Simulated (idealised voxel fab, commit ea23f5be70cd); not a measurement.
The following process module bears the name voxel ribs on slabs.
Cross-sectional view cut (width: 260 nm; square cell size: 5 nm).
Each cross-section below is a grid of square cells, stated as bands in top-down order, with one or more rows of cells making up each band. Band: top and bottom heights (nm) first, top before bottom; then materials from left to right, widths in nm. "everywhere" marks a sole material filling the band edge to edge. "empty" denotes empty space. Where do heights start? At 0: under that level the wafer as delivered is made of one material only. And the lowest band has no floor; it just carries on downward, as in "0 -> down". Top row gets the first number, bottom row gets the second, and each row in between changes by the same step: that is how a band width like "30->40" works. "nothing got changed" means the step left every cell of the cross-section as it was. The list in "Voids lacking openings" covers empty spaces of 8 cells or more that cannot reach the top through any open way, and it gives each as width x height at distance; the distance is from the left edge, and width, height and distance are in nm. Heads up: the bit after the settings on a step's line is the simulator's remark on that step. For masked steps, "overlay nm" on the step line gives how far right of plan the mask actually lay; a minus sign means it lay to the left.
## The planned process steps are enumerated hereunder
1) RECEIVE, material Si
2) DIRECTIONAL_DEP, material SiO2, thk nm 20
3) DIRECTIONAL_DEP, material SiN, thk nm 25
4) DIRECTIONAL_DEP, material aC, thk nm 10
5) PATTERN, tone cover, mask id RIB, material resist, width nm 20, thk nm 25, overlay nm 0
6) DIRECTIONAL_ETCH, etch materials aC, depth nm 10
7) STRIP, etch materials resist
8) DIRECTIONAL_ETCH, etch materials SiN, depth nm 5
9) STRIP, etch materials aC
10) MASKED_ETCH, tone cover, mask id SLAB, width nm 60, etch materials SiN, depth nm 20, overlay nm 0
11) FILL_DEP, material SiO2, thk nm 15
12) CMP, height nm 55
13) DIRECTIONAL_DEP, material W, thk nm 5
14) PATTERN, tone cover, mask id HEATER, material resist, width nm 30, thk nm 15, overlay nm 0
15) DIRECTIONAL_ETCH, etch materials W, depth nm 5
16) STRIP, etch materials resist
17) CONFORMAL_DEP, material SiO2, thk nm 10
## As-received state of the wafer in cross-section, equivalent to post-step 1
0 -> down  Si everywhere
Voids lacking openings: none
## Starting structure and process plan are as shown above, but one mistake was made in running the module; the wafer cross-section at the end of the module follows
80 -> 75  empty 105, then SiO2 50, then empty 105
75 -> 70  SiO2 everywhere
70 -> 65  SiO2 115, then W 30, then SiO2 115
65 -> 55  W everywhere
55 -> 45  SiO2 everywhere
45 -> 40  SiO2 120, then SiN 20, then SiO2 120
40 -> 20  SiO2 100, then SiN 60, then SiO2 100
20 -> 0  SiO2 everywhere
0 -> down  Si everywhere
Voids lacking openings: none
Against the plan, the run slipped here: in deviation from the planned setting, step 13 was conducted as DIRECTIONAL_DEP, material W, thk nm 15
